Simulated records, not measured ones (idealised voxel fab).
The following process module bears the name voxel ribs on slabs.
Pictured: cross-section cut, 165 nm wide, on a grid of 5 nm square cells.
Cross-sections here: square-cell grids, written as top-down lists of bands, a band being one or more rows of cells.
First you get the band's top height and its bottom height, in nm, and then the materials it's made of, left to right, with each width in nm. If you see a single material with "edge to edge", that one covers the band edge to edge. "air" is empty space.
Ref level 0: as-received wafer is one material below here. Bottom band extends down with no lower bound ("0..down").
Quick explanation for "30..40": the width changes in equal steps down the rows of cells, from the first number in the band's top row to the second number in its bottom row.
Step note "nothing changed" = no cross-section cell changed.
Entry "Closed void roster" = empty spaces >= 8 cells with no open way to the top; each as width x height at distance, distance from left edge, all nm.
Formally, on a step line, whatever follows the settings is a remark that the simulator itself makes on the step.
overlay nm: mask right of planned place by this much (step with mask). Neg. = left.

## The following list gives the planned process steps
1 RECEIVE, material Si
2 DIRECTIONAL_DEP, material SiO2, thk nm 25
3 DIRECTIONAL_DEP, material SiN, thk nm 15
4 MASKED_ETCH, tone cover, mask id RIB, width nm 25, etch materials SiN, depth nm 5, overlay nm 0
5 PATTERN, tone cover, mask id SLAB, material resist, width nm 55, thk nm 20, overlay nm 0
6 DIRECTIONAL_ETCH, etch materials SiN, depth nm 10
7 STRIP, etch materials resist
8 FILL_DEP, material SiO2, thk nm 15
9 CMP, height nm 50
10 DIRECTIONAL_DEP, material TiN, thk nm 5
11 PATTERN, tone cover, mask id HEATER, material resist, width nm 35, thk nm 20, overlay nm 0
12 DIRECTIONAL_ETCH, etch materials TiN, depth nm 5
13 STRIP, etch materials resist
14 CONFORMAL_DEP, material SiN, thk nm 10

## First wafer out of two, processed as planned

## Cross-section of the wafer as it came to us, i.e., already through step 1
    0..down | Si edge to edge
    Closed void roster: none

## Once step 2 is through, the wafer looks like this in cross-section
    25..0 | SiO2 edge to edge
    All layers under 0 are left as they were.

## Once step 3 is through, the wafer looks like this in cross-section
    40..25 | SiN edge to edge
    All layers under 25 are left as they were.

## Once step 4 is through, the wafer looks like this in cross-section
    40..35 | air (70), then SiN (25), then air (70)
    All layers under 35 are left as they were.

## Once step 5 is through, the wafer looks like this in cross-section
    60..40 | air (55), then resist (55), then air (55)
    40..35 | air (55), then resist (15), then SiN (25), then resist (15), then air (55)
    All layers under 35 are left as they were.

## Once step 6 is through, the wafer looks like this in cross-section
    60..40 | air (55), then resist (55), then air (55)
    40..35 | air (55), then resist (15), then SiN (25), then resist (15), then air (55)
    35..25 | air (55), then SiN (55), then air (55)
    All layers under 25 are left as they were.

## Once step 7 is through, the wafer looks like this in cross-section
    40..35 | air (70), then SiN (25), then air (70)
    All layers under 35 are left as they were.

## Once step 8 is through, the wafer looks like this in cross-section
    55..40 | SiO2 edge to edge
    40..35 | SiO2 (70), then SiN (25), then SiO2 (70)
    35..25 | SiO2 (55), then SiN (55), then SiO2 (55)
    All layers under 25 are left as they were.

## Once step 9 is through, the wafer looks like this in cross-section
    50..40 | SiO2 edge to edge
    All layers under 40 are left as they were.

## Once step 10 is through, the wafer looks like this in cross-section
    55..50 | TiN edge to edge
    All layers under 50 are left as they were.

## Once step 11 is through, the wafer looks like this in cross-section
    75..55 | air (65), then resist (35), then air (65)
    All layers under 55 are left as they were.

## Once step 12 is through, the wafer looks like this in cross-section
    75..55 | air (65), then resist (35), then air (65)
    55..50 | air (65), then TiN (35), then air (65)
    All layers under 50 are left as they were.

## Once step 13 is through, the wafer looks like this in cross-section
    55..50 | air (65), then TiN (35), then air (65)
    All layers under 50 are left as they were.

## Once step 14 is through, the wafer looks like this in cross-section
    65..60 | air (55), then SiN (55), then air (55)
    60..55 | SiN edge to edge
    55..50 | SiN (65), then TiN (35), then SiN (65)
    All layers under 50 are left as they were.

## Companion wafer, the second of two: same beginning, same intended sequence, one mistake in carrying it out; through step 4 inclusive it tracks the first exactly

## Second wafer, section view, time point: scheduled end of step 5
    60..40 | air (65), then resist (55), then air (45)
    40..35 | air (65), then resist (5), then SiN (25), then resist (25), then air (45)
    All layers under 35 are left as they were.

## Second wafer, section view, time point: scheduled end of step 6
    60..40 | air (65), then resist (55), then air (45)
    40..35 | air (65), then resist (5), then SiN (25), then resist (25), then air (45)
    35..25 | air (65), then SiN (55), then air (45)
    All layers under 25 are left as they were.

## Second wafer, section view, time point: scheduled end of step 7
    40..35 | air (70), then SiN (25), then air (70)
    All layers under 35 are left as they were.

## Second wafer, section view, time point: scheduled end of step 8
    55..40 | SiO2 edge to edge
    40..35 | SiO2 (70), then SiN (25), then SiO2 (70)
    35..25 | SiO2 (65), then SiN (55), then SiO2 (45)
    All layers under 25 are left as they were.

## Second wafer, section view, time point: scheduled end of step 9
    50..40 | SiO2 edge to edge
    All layers under 40 are left as they were.

## Second wafer, section view, time point: scheduled end of step 10
    55..50 | TiN edge to edge
    All layers under 50 are left as they were.

## Second wafer, section view, time point: scheduled end of step 11
    75..55 | air (65), then resist (35), then air (65)
    All layers under 55 are left as they were.

## Second wafer, section view, time point: scheduled end of step 12
    75..55 | air (65), then resist (35), then air (65)
    55..50 | air (65), then TiN (35), then air (65)
    All layers under 50 are left as they were.

## Second wafer, section view, time point: scheduled end of step 13
    55..50 | air (65), then TiN (35), then air (65)
    All layers under 50 are left as they were.

## Second wafer, section view, time point: scheduled end of step 14
    65..60 | air (55), then SiN (55), then air (55)
    60..55 | SiN edge to edge
    55..50 | SiN (65), then TiN (35), then SiN (65)
    All layers under 50 are left as they were.
What broke from the plan during processing? it should be noted that step 5 was executed with settings other than those planned, the operation and settings actually applied being PATTERN, tone cover, mask id SLAB, material resist, width nm 55, thk nm 20, overlay nm 10
In the final comparison it is observed that the number of cells assigned to each material is identical for the two wafers, whereas their placement is not.
